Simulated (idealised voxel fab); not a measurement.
process module | voxel self aligned contacts
cross-section cut | 270 nm wide | cells 5 nm
A cross-section is a grid of square cells, given in bands from the top down. A band is one or more rows of cells.
Each band's line starts with the height of the band's top and of its bottom, in nm. Then come its materials from left to right, each with its width in nm. One material with "throughout" fills the band from edge to edge. "air" is empty space.
Height 0 is the level under which the wafer as received is all one material. The lowest band goes on downwards, as in "0 down".
A width such as "30 to 40" changes by the same amount from each row of cells to the next, from the band's top row to its bottom row.
"no change" after a step means that no cell of the cross-section changed.
closed voids: empty space of 8 cells or more with no open way to the top, each as width x height at its distance from the left edge, in nm
after a step's settings: what the simulator itself notes on the step
overlay nm, on a step with a mask: how far to the right of its planned place the mask lay; to the left if negative
plan
1 op RECEIVE | material Si
2 op CONFORMAL_DEP | material SiO2 | thk nm 5
3 op DIRECTIONAL_DEP | material polySi | thk nm 25
4 op DIRECTIONAL_DEP | material SiN | thk nm 25
5 op DIRECTIONAL_DEP | material aC | thk nm 10
6 op PATTERN | tone cover | mask id GATE | material resist | width nm 30 | pitch nm 75 | thk nm 25 | overlay nm 0
7 op DIRECTIONAL_ETCH | etch materials aC | depth nm 10
8 op STRIP | etch materials resist
9 op DIRECTIONAL_ETCH | etch materials SiN | depth nm 25
10 op DIRECTIONAL_ETCH | etch materials polySi | depth nm 25
11 op STRIP | etch materials aC
12 op CONFORMAL_DEP | material SiN | thk nm 10
13 op DIRECTIONAL_ETCH | etch materials SiN | depth nm 10
14 op FILL_DEP | material SiO2 | thk nm 10
15 op CMP | height nm 60
16 op DIRECTIONAL_DEP | material aC | thk nm 10
17 op PATTERN | tone open | mask id CONTACT | material resist | width nm 55 | thk nm 30 | overlay nm 0
18 op DIRECTIONAL_ETCH | etch materials aC | depth nm 10
19 op STRIP | etch materials resist
20 op DIRECTIONAL_ETCH | etch materials SiO2 | depth nm 60
21 op STRIP | etch materials aC
22 op CONFORMAL_DEP | material TiN | thk nm 5
23 op FILL_DEP | material W | thk nm 5
24 op CMP | height nm 60
25 op CONFORMAL_DEP | material SiCN | thk nm 5
as received, after step 1
  0 down: Si throughout
  closed voids: none
first wafer at the end, as planned
  65 to 60: SiCN throughout
  60 to 55: SiO2 105 | TiN 20 | W 15 | TiN 20 | SiO2 110
  55 to 30: SiO2 70 | SiN 50 | TiN 5 | W 15 | TiN 5 | SiN 50 | SiO2 75
  30 to 5: SiO2 70 | SiN 10 | polySi 30 | SiN 10 | TiN 5 | W 15 | TiN 5 | SiN 10 | polySi 30 | SiN 10 | SiO2 75
  5 to 0: SiO2 120 | TiN 25 | SiO2 125
  0 down: Si throughout
  closed voids: none
second wafer at the end: like start, like plan, one mistake
  65 to 60: SiCN throughout
  60 to 50: SiO2 105 | TiN 5 to 15 | W 45 to 25 | TiN 5 to 15 | SiO2 110
  50 to 30: SiO2 75 | SiN 40 | TiN 5 | W 25 | TiN 5 | SiN 40 | SiO2 80
  30 to 5: SiO2 75 | SiN 5 | polySi 30 | SiN 5 | TiN 5 | W 25 | TiN 5 | SiN 5 | polySi 30 | SiN 5 | SiO2 80
  5 to 0: SiO2 115 | TiN 35 | SiO2 120
  0 down: Si throughout
  closed voids: none
what went wrong: step 12 ran as: op CONFORMAL_DEP | material SiN | thk nm 5
at the end the second wafer has, in cells: 56 fewer of SiN | 30 more of SiO2 | 26 more of W
